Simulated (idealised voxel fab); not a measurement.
The name of this process module is voxel transistor to metal.
The width of the displayed cross-section, cut, is 295 nm; its cells are square, with a size of 5 nm.
Notation: cross-section as square-cell grid; stated in bands, top first, going down; one or more cell rows per band. Within each band entry, the heights of the top and of the bottom of the band appear first, in that order and in nm; the materials of the band then follow from left to right, each with its corresponding width in nm. The designation "full width" on a single material indicates that it fills the band from edge to edge; the designation "empty" indicates empty space. Counting heights begins at 0, where everything beneath is, in the wafer as received, one material. The lowest band has no bottom; it goes on downwards, as "0..down" shows. Graded width ("30..40"): value in top row of band = first number; value in bottom row = second number; row-to-row change constant. Where the words "no modification" appear for a step, the cross-section shows no cell changed by that step; every cell remained as before. Basically, "Cavities, sealed" tells you about the enclosed voids: empty spaces with no open way to the top, 8 cells or bigger, each written width x height at distance, where distance is from the left edge, all in nm. Step line, after settings: the simulator's comment on this step. "overlay nm" answers the question of how far to the right of plan the mask lay on a step that has a mask, and when it is negative the answer is to the left.

List of planned process steps
1,RECEIVE,material Si
2,CONFORMAL_DEP,material SiO2,thk nm 5
3,CONFORMAL_DEP,material SiN,thk nm 15
4,PATTERN,tone cover,mask id ACTIVE,material resist,width nm 100,pitch nm 140,thk nm 20,overlay nm 0
5,DIRECTIONAL_ETCH,etch materials SiN,depth nm 15
6,DIRECTIONAL_ETCH,etch materials SiO2,depth nm 5
7,DIRECTIONAL_ETCH,etch materials Si,depth nm 35
8,STRIP,etch materials resist
9,OXIDIZE,depth nm 5
10,FILL_DEP,material SiO2,thk nm 15
11,CMP,height nm 20
12,SELECTIVE_ETCH,etch materials SiO2,depth nm 10
13,STRIP,etch materials SiN
14,SELECTIVE_ETCH,etch materials SiO2,depth nm 5
15,OXIDIZE,depth nm 5
16,DIRECTIONAL_DEP,material polySi,thk nm 30
17,DIRECTIONAL_DEP,material SiCN,thk nm 15
18,MASKED_ETCH,tone cover,mask id GATE,width nm 20,pitch nm 140,etch materials SiCN,depth nm 25,overlay nm 0
19,MASKED_ETCH,tone cover,mask id GATE,width nm 20,pitch nm 140,etch materials polySi,depth nm 40,overlay nm 0
20,CONFORMAL_DEP,material SiO2,thk nm 5
21,DIRECTIONAL_ETCH,etch materials SiO2,depth nm 5
22,CONFORMAL_DEP,material SiN,thk nm 5
23,DIRECTIONAL_ETCH,etch materials SiN,depth nm 5
24,DIRECTIONAL_ETCH,etch materials SiO2,depth nm 5
25,EPI,material nSi,thk nm 5
26,FILL_DEP,material SiO2,thk nm 5
27,CMP,height nm 45
28,DIRECTIONAL_DEP,material SiO2,thk nm 15
29,PATTERN,tone open,mask id CONTACT,material resist,width nm 35,thk nm 15,overlay nm 0
30,DIRECTIONAL_ETCH,etch materials SiO2,depth nm 60
31,STRIP,etch materials resist
32,CONFORMAL_DEP,material TiN,thk nm 5
33,FILL_DEP,material Ru,thk nm 5
34,CMP,height nm 60
35,DIRECTIONAL_DEP,material TiN,thk nm 5
36,DIRECTIONAL_DEP,material Ru,thk nm 15
37,MASKED_ETCH,tone cover,mask id METAL_1,width nm 20,etch materials Ru,depth nm 15,overlay nm 0
38,MASKED_ETCH,tone cover,mask id METAL_1,width nm 20,etch materials TiN,depth nm 5,overlay nm 0
39,FILL_DEP,material SiO2,thk nm 5
40,CMP,height nm 80
41,CONFORMAL_DEP,material SiCN,thk nm 5
42,DIRECTIONAL_DEP,material lowk,thk nm 30
43,DIRECTIONAL_DEP,material aC,thk nm 10
44,PATTERN,tone open,mask id METAL_2,material resist,width nm 20,pitch nm 140,thk nm 30,overlay nm 0
45,DIRECTIONAL_ETCH,etch materials aC,depth nm 10
46,STRIP,etch materials resist
47,DIRECTIONAL_ETCH,etch materials lowk,depth nm 15
48,STRIP,etch materials aC
49,PATTERN,tone open,mask id METAL_2_HOLES,material resist,width nm 15,pitch nm 140,thk nm 15,overlay nm 0
50,DIRECTIONAL_ETCH,etch materials lowk,depth nm 15
51,DIRECTIONAL_ETCH,etch materials SiCN,depth nm 5
52,STRIP,etch materials resist
53,CONFORMAL_DEP,material TiN,thk nm 5
54,FILL_DEP,material Ru,thk nm 10
55,CMP,height nm 115
56,CONFORMAL_DEP,material SiN,thk nm 5
Variable across wafers: step 4 width nm (plan value is that of the first wafer; starting state common to all).

Received condition of the first of several wafers, sectioned: post-step 1
0..down  Si full width
Cavities, sealed: none

First of several wafers, sectioned at end of module (last step: step 56)
120..115  SiN full width
115..105  lowk=25 | TiN=5 | Ru=10 | TiN=5 | lowk=120 | TiN=5 | Ru=10 | TiN=5 | lowk=110
105..100  lowk=25 | TiN=5 | Ru=5 | TiN=10 | lowk=120 | TiN=5 | Ru=5 | TiN=10 | lowk=110
100..85  lowk=25 | TiN=5 | Ru=5 | TiN=5 | lowk=125 | TiN=5 | Ru=5 | TiN=5 | lowk=115
85..80  SiCN=25 | TiN=15 | SiCN=125 | TiN=15 | SiCN=115
80..65  SiO2=25 | Ru=20 | SiO2=60 | Ru=20 | SiO2=40 | Ru=20 | SiO2=60 | Ru=20 | SiO2=30
65..60  SiO2=25 | TiN=20 | SiO2=60 | TiN=20 | SiO2=40 | TiN=20 | SiO2=60 | TiN=20 | SiO2=30
60..50  SiO2=25 | TiN=5 | Ru=25 | TiN=5 | SiO2=30 | TiN=5 | Ru=25 | TiN=5 | SiO2=40 | TiN=5 | Ru=25 | TiN=5 | SiO2=30 | TiN=5 | Ru=25 | TiN=5 | SiO2=30
50..45  SiO2=25 | TiN=5 | Ru=20 | TiN=10 | SiO2=30 | TiN=10 | Ru=20 | TiN=5 | SiO2=40 | TiN=5 | Ru=20 | TiN=10 | SiO2=30 | TiN=10 | Ru=20 | TiN=5 | SiO2=30
45..30  SiO2=25 | TiN=5 | Ru=20 | TiN=5 | SiN=5 | SiO2=5 | SiCN=20 | SiO2=5 | SiN=5 | TiN=5 | Ru=20 | TiN=5 | SiO2=40 | TiN=5 | Ru=20 | TiN=5 | SiN=5 | SiO2=5 | SiCN=20 | SiO2=5 | SiN=5 | TiN=5 | Ru=20 | TiN=5 | SiO2=30
30..10  SiO2=25 | TiN=5 | Ru=20 | TiN=5 | SiN=5 | SiO2=5 | polySi=20 | SiO2=5 | SiN=5 | TiN=5 | Ru=20 | TiN=5 | SiO2=40 | TiN=5 | Ru=20 | TiN=5 | SiN=5 | SiO2=5 | polySi=20 | SiO2=5 | SiN=5 | TiN=5 | Ru=20 | TiN=5 | SiO2=30
10..5  SiO2=25 | TiN=10 | Ru=15 | TiN=5 | SiN=5 | SiO2=5 | polySi=20 | SiO2=5 | SiN=5 | TiN=5 | Ru=15 | TiN=10 | SiO2=40 | TiN=10 | Ru=15 | TiN=5 | SiN=5 | SiO2=5 | polySi=20 | SiO2=5 | SiN=5 | TiN=5 | Ru=15 | TiN=10 | SiO2=30
5..0  SiO2=25 | SiN=5 | TiN=25 | SiN=5 | SiO2=5 | polySi=20 | SiO2=5 | SiN=5 | TiN=25 | SiN=5 | SiO2=40 | SiN=5 | TiN=25 | SiN=5 | SiO2=5 | polySi=20 | SiO2=5 | SiN=5 | TiN=25 | SiN=5 | SiO2=30
0..-5  SiO2=30 | nSi=25 | SiO2=40 | nSi=25 | SiO2=50 | nSi=25 | SiO2=40 | nSi=25 | SiO2=35
-5..-40  SiO2=30 | Si=90 | SiO2=50 | Si=90 | SiO2=35
-40..down  Si full width
Cavities, sealed: none

Cross-section, last wafer, module completion
120..115  SiN full width
115..105  lowk=25 | TiN=5 | Ru=10 | TiN=5 | lowk=120 | TiN=5 | Ru=10 | TiN=5 | lowk=110
105..100  lowk=25 | TiN=5 | Ru=5 | TiN=10 | lowk=120 | TiN=5 | Ru=5 | TiN=10 | lowk=110
100..85  lowk=25 | TiN=5 | Ru=5 | TiN=5 | lowk=125 | TiN=5 | Ru=5 | TiN=5 | lowk=115
85..80  SiCN=25 | TiN=15 | SiCN=125 | TiN=15 | SiCN=115
80..65  SiO2=25 | Ru=20 | SiO2=60 | Ru=20 | SiO2=40 | Ru=20 | SiO2=60 | Ru=20 | SiO2=30
65..60  SiO2=25 | TiN=20 | SiO2=60 | TiN=20 | SiO2=40 | TiN=20 | SiO2=60 | TiN=20 | SiO2=30
60..50  SiO2=25 | TiN=5 | Ru=25 | TiN=5 | SiO2=30 | TiN=5 | Ru=25 | TiN=5 | SiO2=40 | TiN=5 | Ru=25 | TiN=5 | SiO2=30 | TiN=5 | Ru=25 | TiN=5 | SiO2=30
50..45  SiO2=25 | TiN=5 | Ru=20 | TiN=10 | SiO2=30 | TiN=10 | Ru=20 | TiN=5 | SiO2=40 | TiN=5 | Ru=20 | TiN=10 | SiO2=30 | TiN=10 | Ru=20 | TiN=5 | SiO2=30
45..30  SiO2=25 | TiN=5 | Ru=20 | TiN=5 | SiN=5 | SiO2=5 | SiCN=20 | SiO2=5 | SiN=5 | TiN=5 | Ru=20 | TiN=5 | SiO2=40 | TiN=5 | Ru=20 | TiN=5 | SiN=5 | SiO2=5 | SiCN=20 | SiO2=5 | SiN=5 | TiN=5 | Ru=20 | TiN=5 | SiO2=30
30..5  SiO2=25 | TiN=5 | Ru=20 | TiN=5 | SiN=5 | SiO2=5 | polySi=20 | SiO2=5 | SiN=5 | TiN=5 | Ru=20 | TiN=5 | SiO2=40 | TiN=5 | Ru=20 | TiN=5 | SiN=5 | SiO2=5 | polySi=20 | SiO2=5 | SiN=5 | TiN=5 | Ru=20 | TiN=5 | SiO2=30
5..0  SiO2=15 | SiN=5 | SiO2=5 | TiN=30 | SiN=5 | SiO2=5 | polySi=20 | SiO2=5 | SiN=5 | TiN=30 | SiO2=10 | SiN=5 | SiO2=15 | SiN=5 | SiO2=5 | TiN=30 | SiN=5 | SiO2=5 | polySi=20 | SiO2=5 | SiN=5 | TiN=30 | SiO2=10 | SiN=5 | SiO2=15
0..-5  SiO2=20 | nSi=35 | SiO2=40 | nSi=40 | SiO2=25 | nSi=35 | SiO2=40 | nSi=40 | SiO2=20
-5..-40  SiO2=20 | Si=115 | SiO2=25 | Si=115 | SiO2=20
-40..down  Si full width
Cavities, sealed: none

Here is how to read the rows: every wafer has a row, and it shows the wafer at the end of the module, giving for each material how many cells were gained (+) or lost (-) since the wafer was received, then listing its closed voids
width nm 100 | +244 Ru | -220 Si | +77 SiCN | +99 SiN | +672 SiO2 | +164 TiN | +312 lowk | +20 nSi | +48 polySi | Cavities, sealed: none
width nm 105 | +246 Ru | -206 Si | +77 SiCN | +99 SiN | +654 SiO2 | +164 TiN | +312 lowk | +22 nSi | +48 polySi | Cavities, sealed: none
width nm 110 | +248 Ru | -192 Si | +77 SiCN | +99 SiN | +636 SiO2 | +164 TiN | +312 lowk | +24 nSi | +48 polySi | Cavities, sealed: none
width nm 115 | +248 Ru | -178 Si | +77 SiCN | +99 SiN | +620 SiO2 | +164 TiN | +312 lowk | +26 nSi | +48 polySi | Cavities, sealed: none
width nm 120 | +248 Ru | -164 Si | +77 SiCN | +99 SiN | +604 SiO2 | +164 TiN | +312 lowk | +28 nSi | +48 polySi | Cavities, sealed: none
width nm 125 | +248 Ru | -150 Si | +77 SiCN | +99 SiN | +588 SiO2 | +164 TiN | +312 lowk | +30 nSi | +48 polySi | Cavities, sealed: none
